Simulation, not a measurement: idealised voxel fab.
Proc. module: voxel self aligned vias
Cross-section cut: width 265 nm, square cells of 5 nm.
Bands, listed from the top down, are how a cross-section gets written in this document; the cross-section itself is a grid of square cells, and a band is one or more rows of them.
Look at the band entry: it leads with the top's height and the bottom's height in nm. Then it lists the materials left to right, with a width in nm for each. The word "everywhere" on a single material says that material fills the band edge to edge. The word "blank" is empty space.
The level at which height equals 0 is the one under which the wafer, as it arrives, is entirely one material. No lower edge exists for the bottom band, which continues downward and is notated as in "0 and below".
The two numbers in a width such as "30..40" mark its ends across the band: the first belongs to the top row of cells, the second to the bottom row, and from each row to the next the width moves by the same amount.
For the purposes of this document, the phrase "left unchanged" attached to a step denotes that no cell within the cross-section was modified by that step.
The label "Enclosed internal cavities" introduces a list of the empty spaces, 8 cells or larger, that have no open way up to the top; each entry in it reads width x height at distance, where the distance is taken from the left edge and all three are stated in nm.
Where a step's line continues beyond its settings, the continuation is a remark by the simulator itself on that step.
The line of a step may include "overlay nm". On a step with a mask, this value is how far to the right of its planned place the mask lay. A negative value means the mask lay to the left.
### List of planned process steps
- 1: RECEIVE [material Si]
- 2: CONFORMAL_DEP [material SiO2] [thk nm 15]
- 3: CONFORMAL_DEP [material SiCN] [thk nm 5]
- 4: DIRECTIONAL_DEP [material SiO2] [thk nm 25]
- 5: PATTERN [tone open] [mask id LINES] [material resist] [width nm 30] [pitch nm 70] [thk nm 20] [overlay nm 0]
- 6: DIRECTIONAL_ETCH [etch materials SiO2] [depth nm 25]
- 7: STRIP [etch materials resist]
- 8: CONFORMAL_DEP [material TiN] [thk nm 5]
- 9: FILL_DEP [material Ru] [thk nm 5]
- 10: CMP [height nm 45]
- 11: SELECTIVE_ETCH [etch materials W Ru TiN] [depth nm 10]
- 12: FILL_DEP [material SiN] [thk nm 10]
- 13: CMP [height nm 45]
- 14: DIRECTIONAL_DEP [material SiO2] [thk nm 15]
- 15: DIRECTIONAL_DEP [material aC] [thk nm 15]
- 16: PATTERN [tone open] [mask id VIAS] [material resist] [width nm 40] [pitch nm 70] [thk nm 35] [overlay nm 0]
- 17: DIRECTIONAL_ETCH [etch materials aC] [depth nm 15]
- 18: STRIP [etch materials resist]
- 19: DIRECTIONAL_ETCH [etch materials SiO2] [depth nm 15]
- 20: DIRECTIONAL_ETCH [etch materials SiN] [depth nm 10]
- 21: STRIP [etch materials aC]
- 22: CONFORMAL_DEP [material TiN] [thk nm 5]
- 23: FILL_DEP [material W] [thk nm 10]
- 24: CMP [height nm 60]
- 25: CONFORMAL_DEP [material SiCN] [thk nm 5]
### Step 1 complete: cross-section of the wafer as received
* 0 and below | Si everywhere
* Enclosed internal cavities: none
### One mistake in running the module, otherwise start and plan as above: cross-section at the end
* 65 down to 60 | SiCN everywhere
* 60 down to 50 | 40 nm SiO2, then 5 nm TiN, then 30 nm W, then 5 nm TiN, then 30 nm SiO2, then 5 nm TiN, then 30 nm W, then 5 nm TiN, then 30 nm SiO2, then 5 nm TiN, then 30 nm W, then 5 nm TiN, then 45 nm SiO2
* 50 down to 40 | 40 nm SiO2, then 5 nm TiN, then 20 nm W, then 15..5 nm TiN, then 30..40 nm SiO2, then 5 nm TiN, then 20 nm W, then 15..5 nm TiN, then 30..40 nm SiO2, then 5 nm TiN, then 20 nm W, then 15..5 nm TiN, then 45..55 nm SiO2
* 40 down to 35 | 40 nm SiO2, then 30 nm TiN, then 40 nm SiO2, then 30 nm TiN, then 40 nm SiO2, then 30 nm TiN, then 55 nm SiO2
* 35 down to 25 | 40 nm SiO2, then 5 nm TiN, then 20 nm Ru, then 5 nm TiN, then 40 nm SiO2, then 5 nm TiN, then 20 nm Ru, then 5 nm TiN, then 40 nm SiO2, then 5 nm TiN, then 20 nm Ru, then 5 nm TiN, then 55 nm SiO2
* 25 down to 20 | 40 nm SiO2, then 30 nm TiN, then 40 nm SiO2, then 30 nm TiN, then 40 nm SiO2, then 30 nm TiN, then 55 nm SiO2
* 20 down to 15 | SiCN everywhere
* 15 down to 0 | SiO2 everywhere
* 0 and below | Si everywhere
* Enclosed internal cavities: none
What broke from the plan during processing? heads up, step 5 didn't go per plan, it actually ran as PATTERN [tone open] [mask id LINES] [material resist] [width nm 30] [pitch nm 70] [thk nm 20] [overlay nm -5]
